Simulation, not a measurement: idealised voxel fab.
The process module that follows is named voxel self aligned contacts.
The cross-section shown here is cut; it is 170 nm wide and divided into square cells measuring 5 nm on a side.
Cross-section, as written here: a square-cell grid given band by band from the top down, where a band holds one or more rows of cells.
Within each band entry, the heights of the top and of the bottom of the band appear first, in that order and in nm; the materials of the band then follow from left to right, each with its corresponding width in nm. The designation "edge to edge" on a single material indicates that it fills the band from edge to edge; the designation "empty" indicates empty space.
We count height from 0. Below that, the starting wafer is all one material. The lowest band never ends at the bottom but goes on down; see "0 nm and below" for how that is written.
Quick explanation for "30->40": the width changes in equal steps down the rows of cells, from the first number in the band's top row to the second number in its bottom row.
It should be understood that the words "left unchanged", when stated for a given step, signify that the cross-section underwent no change in any of its cells during that step.
Any empty space of 8 cells or more lacking an open way to the top shows up in "Closed internal cavities" as width x height at distance, distance from the left edge, in nm.
Anything after a step's settings on that line? It's the simulator's own note about the step.
Steps that use a mask can have "overlay nm" on their line. It says how far the mask sat to the right of where it was meant to be. Negative means to the left.

-- plan
1) RECEIVE: material Si
2) OXIDIZE: depth nm 5
3) DIRECTIONAL_DEP: material polySi, thk nm 30
4) DIRECTIONAL_DEP: material SiN, thk nm 20
5) DIRECTIONAL_DEP: material aC, thk nm 15
6) PATTERN: tone cover, mask id GATE, material resist, width nm 35, pitch nm 60, thk nm 35, overlay nm 0
7) DIRECTIONAL_ETCH: etch materials aC, depth nm 15
8) STRIP: etch materials resist
9) DIRECTIONAL_ETCH: etch materials SiN, depth nm 20
10) DIRECTIONAL_ETCH: etch materials polySi, depth nm 30
11) STRIP: etch materials aC
12) CONFORMAL_DEP: material SiN, thk nm 5
13) DIRECTIONAL_ETCH: etch materials SiN, depth nm 5
14) FILL_DEP: material SiO2, thk nm 10
15) CMP: height nm 55
16) MASKED_ETCH: tone open, mask id CONTACT, width nm 45, etch materials SiO2, depth nm 60, overlay nm 0
17) CONFORMAL_DEP: material TiN, thk nm 5
18) FILL_DEP: material W, thk nm 10
19) CMP: height nm 55
20) CONFORMAL_DEP: material SiN, thk nm 5

-- The first of a set of two wafers, run to plan

-- as received, after step 1
    0 nm and below  Si edge to edge
    Closed internal cavities: none

-- Take a look at the wafer's cross-section after step 2
    0 nm to -5 nm  SiO2 edge to edge
    Rest of section, below -5: as before.

-- Take a look at the wafer's cross-section after step 3
    30 nm to 0 nm  polySi edge to edge
    Rest of section, below 0: as before.

-- Take a look at the wafer's cross-section after step 4
    50 nm to 30 nm  SiN edge to edge
    Rest of section, below 30: as before.

-- Take a look at the wafer's cross-section after step 5
    65 nm to 50 nm  aC edge to edge
    Rest of section, below 50: as before.

-- Take a look at the wafer's cross-section after step 6
    100 nm to 65 nm  35 nm empty; 35 nm resist; 25 nm empty; 35 nm resist; 40 nm empty
    Rest of section, below 65: as before.

-- Take a look at the wafer's cross-section after step 7
    85 nm to 65 nm  35 nm empty; 35 nm resist; 25 nm empty; 35 nm resist; 40 nm empty
    65 nm to 50 nm  35 nm empty; 35 nm aC; 25 nm empty; 35 nm aC; 40 nm empty
    Rest of section, below 50: as before.

-- Take a look at the wafer's cross-section after step 8
    65 nm to 50 nm  35 nm empty; 35 nm aC; 25 nm empty; 35 nm aC; 40 nm empty
    Rest of section, below 50: as before.

-- Take a look at the wafer's cross-section after step 9
    65 nm to 50 nm  35 nm empty; 35 nm aC; 25 nm empty; 35 nm aC; 40 nm empty
    50 nm to 30 nm  35 nm empty; 35 nm SiN; 25 nm empty; 35 nm SiN; 40 nm empty
    Rest of section, below 30: as before.

-- Take a look at the wafer's cross-section after step 10
    65 nm to 50 nm  35 nm empty; 35 nm aC; 25 nm empty; 35 nm aC; 40 nm empty
    50 nm to 30 nm  35 nm empty; 35 nm SiN; 25 nm empty; 35 nm SiN; 40 nm empty
    30 nm to 0 nm  35 nm empty; 35 nm polySi; 25 nm empty; 35 nm polySi; 40 nm empty
    Rest of section, below 0: as before.

-- Take a look at the wafer's cross-section after step 11
    50 nm to 30 nm  35 nm empty; 35 nm SiN; 25 nm empty; 35 nm SiN; 40 nm empty
    Rest of section, below 30: as before.

-- Take a look at the wafer's cross-section after step 12
    55 nm to 30 nm  30 nm empty; 45 nm SiN; 15 nm empty; 45 nm SiN; 35 nm empty
    30 nm to 5 nm  30 nm empty; 5 nm SiN; 35 nm polySi; 5 nm SiN; 15 nm empty; 5 nm SiN; 35 nm polySi; 5 nm SiN; 35 nm empty
    5 nm to 0 nm  35 nm SiN; 35 nm polySi; 25 nm SiN; 35 nm polySi; 40 nm SiN
    Rest of section, below 0: as before.

-- Take a look at the wafer's cross-section after step 13
    50 nm to 30 nm  30 nm empty; 45 nm SiN; 15 nm empty; 45 nm SiN; 35 nm empty
    30 nm to 0 nm  30 nm empty; 5 nm SiN; 35 nm polySi; 5 nm SiN; 15 nm empty; 5 nm SiN; 35 nm polySi; 5 nm SiN; 35 nm empty
    Rest of section, below 0: as before.

-- Take a look at the wafer's cross-section after step 14
    60 nm to 50 nm  SiO2 edge to edge
    50 nm to 30 nm  30 nm SiO2; 45 nm SiN; 15 nm SiO2; 45 nm SiN; 35 nm SiO2
    30 nm to 0 nm  30 nm SiO2; 5 nm SiN; 35 nm polySi; 5 nm SiN; 15 nm SiO2; 5 nm SiN; 35 nm polySi; 5 nm SiN; 35 nm SiO2
    Rest of section, below 0: as before.

-- Take a look at the wafer's cross-section after step 15
    55 nm to 50 nm  SiO2 edge to edge
    Rest of section, below 50: as before.

-- Take a look at the wafer's cross-section after step 16
    55 nm to 50 nm  60 nm SiO2; 45 nm empty; 65 nm SiO2
    50 nm to 30 nm  30 nm SiO2; 45 nm SiN; 15 nm empty; 45 nm SiN; 35 nm SiO2
    30 nm to 0 nm  30 nm SiO2; 5 nm SiN; 35 nm polySi; 5 nm SiN; 15 nm empty; 5 nm SiN; 35 nm polySi; 5 nm SiN; 35 nm SiO2
    0 nm to -5 nm  75 nm SiO2; 15 nm empty; 80 nm SiO2
    Rest of section, below -5: as before.

-- Take a look at the wafer's cross-section after step 17
    60 nm to 55 nm  65 nm TiN; 35 nm empty; 70 nm TiN
    55 nm to 50 nm  60 nm SiO2; 20 nm TiN; 5 nm empty; 20 nm TiN; 65 nm SiO2
    50 nm to 30 nm  30 nm SiO2; 45 nm SiN; 5 nm TiN; 5 nm empty; 5 nm TiN; 45 nm SiN; 35 nm SiO2
    30 nm to 0 nm  30 nm SiO2; 5 nm SiN; 35 nm polySi; 5 nm SiN; 5 nm TiN; 5 nm empty; 5 nm TiN; 5 nm SiN; 35 nm polySi; 5 nm SiN; 35 nm SiO2
    0 nm to -5 nm  75 nm SiO2; 15 nm TiN; 80 nm SiO2
    Rest of section, below -5: as before.

-- Take a look at the wafer's cross-section after step 18
    70 nm to 60 nm  W edge to edge
    60 nm to 55 nm  65 nm TiN; 35 nm W; 70 nm TiN
    55 nm to 50 nm  60 nm SiO2; 20 nm TiN; 5 nm W; 20 nm TiN; 65 nm SiO2
    50 nm to 30 nm  30 nm SiO2; 45 nm SiN; 5 nm TiN; 5 nm W; 5 nm TiN; 45 nm SiN; 35 nm SiO2
    30 nm to 0 nm  30 nm SiO2; 5 nm SiN; 35 nm polySi; 5 nm SiN; 5 nm TiN; 5 nm W; 5 nm TiN; 5 nm SiN; 35 nm polySi; 5 nm SiN; 35 nm SiO2
    Rest of section, below 0: as before.

-- Take a look at the wafer's cross-section after step 19
    55 nm to 50 nm  60 nm SiO2; 20 nm TiN; 5 nm W; 20 nm TiN; 65 nm SiO2
    Rest of section, below 50: as before.

-- Take a look at the wafer's cross-section after step 20
    60 nm to 55 nm  SiN edge to edge
    Rest of section, below 55: as before.

-- Second of two: same start, same plan, one run error; steps up to and including 15 match the first

-- Here is the second wafer in cross-section at the point where step 16 of the plan should have been done
    55 nm to 50 nm  60 nm empty; 45 nm SiO2; 65 nm empty
    50 nm to 30 nm  30 nm empty; 45 nm SiN; 15 nm SiO2; 45 nm SiN; 35 nm empty
    30 nm to 0 nm  30 nm empty; 5 nm SiN; 35 nm polySi; 5 nm SiN; 15 nm SiO2; 5 nm SiN; 35 nm polySi; 5 nm SiN; 35 nm empty
    0 nm to -5 nm  30 nm empty; 105 nm SiO2; 35 nm empty
    Rest of section, below -5: as before.

-- Here is the second wafer in cross-section at the point where step 17 of the plan should have been done
    60 nm to 55 nm  55 nm empty; 55 nm TiN; 60 nm empty
    55 nm to 50 nm  25 nm empty; 35 nm TiN; 45 nm SiO2; 35 nm TiN; 30 nm empty
    50 nm to 30 nm  25 nm empty; 5 nm TiN; 45 nm SiN; 15 nm SiO2; 45 nm SiN; 5 nm TiN; 30 nm empty
    30 nm to 0 nm  25 nm empty; 5 nm TiN; 5 nm SiN; 35 nm polySi; 5 nm SiN; 15 nm SiO2; 5 nm SiN; 35 nm polySi; 5 nm SiN; 5 nm TiN; 30 nm empty
    0 nm to -5 nm  30 nm TiN; 105 nm SiO2; 35 nm TiN
    Rest of section, below -5: as before.

-- Here is the second wafer in cross-section at the point where step 18 of the plan should have been done
    70 nm to 60 nm  W edge to edge
    60 nm to 55 nm  55 nm W; 55 nm TiN; 60 nm W
    55 nm to 50 nm  25 nm W; 35 nm TiN; 45 nm SiO2; 35 nm TiN; 30 nm W
    50 nm to 30 nm  25 nm W; 5 nm TiN; 45 nm SiN; 15 nm SiO2; 45 nm SiN; 5 nm TiN; 30 nm W
    30 nm to 0 nm  25 nm W; 5 nm TiN; 5 nm SiN; 35 nm polySi; 5 nm SiN; 15 nm SiO2; 5 nm SiN; 35 nm polySi; 5 nm SiN; 5 nm TiN; 30 nm W
    Rest of section, below 0: as before.

-- Here is the second wafer in cross-section at the point where step 19 of the plan should have been done
    55 nm to 50 nm  25 nm W; 35 nm TiN; 45 nm SiO2; 35 nm TiN; 30 nm W
    Rest of section, below 50: as before.

-- Here is the second wafer in cross-section at the point where step 20 of the plan should have been done
    60 nm to 55 nm  SiN edge to edge
    Rest of section, below 55: as before.
Heads up, the wafer didn't run the way we planned it: so step 16 ended up running with a different setting than we planned, it ran as MASKED_ETCH: tone cover, mask id CONTACT, width nm 45, etch materials SiO2, depth nm 60, overlay nm 0
The closing comparison, in cells, has the second wafer with more or fewer of some materials than the first: 126 fewer of SiO2, 16 more of TiN, 110 more of W
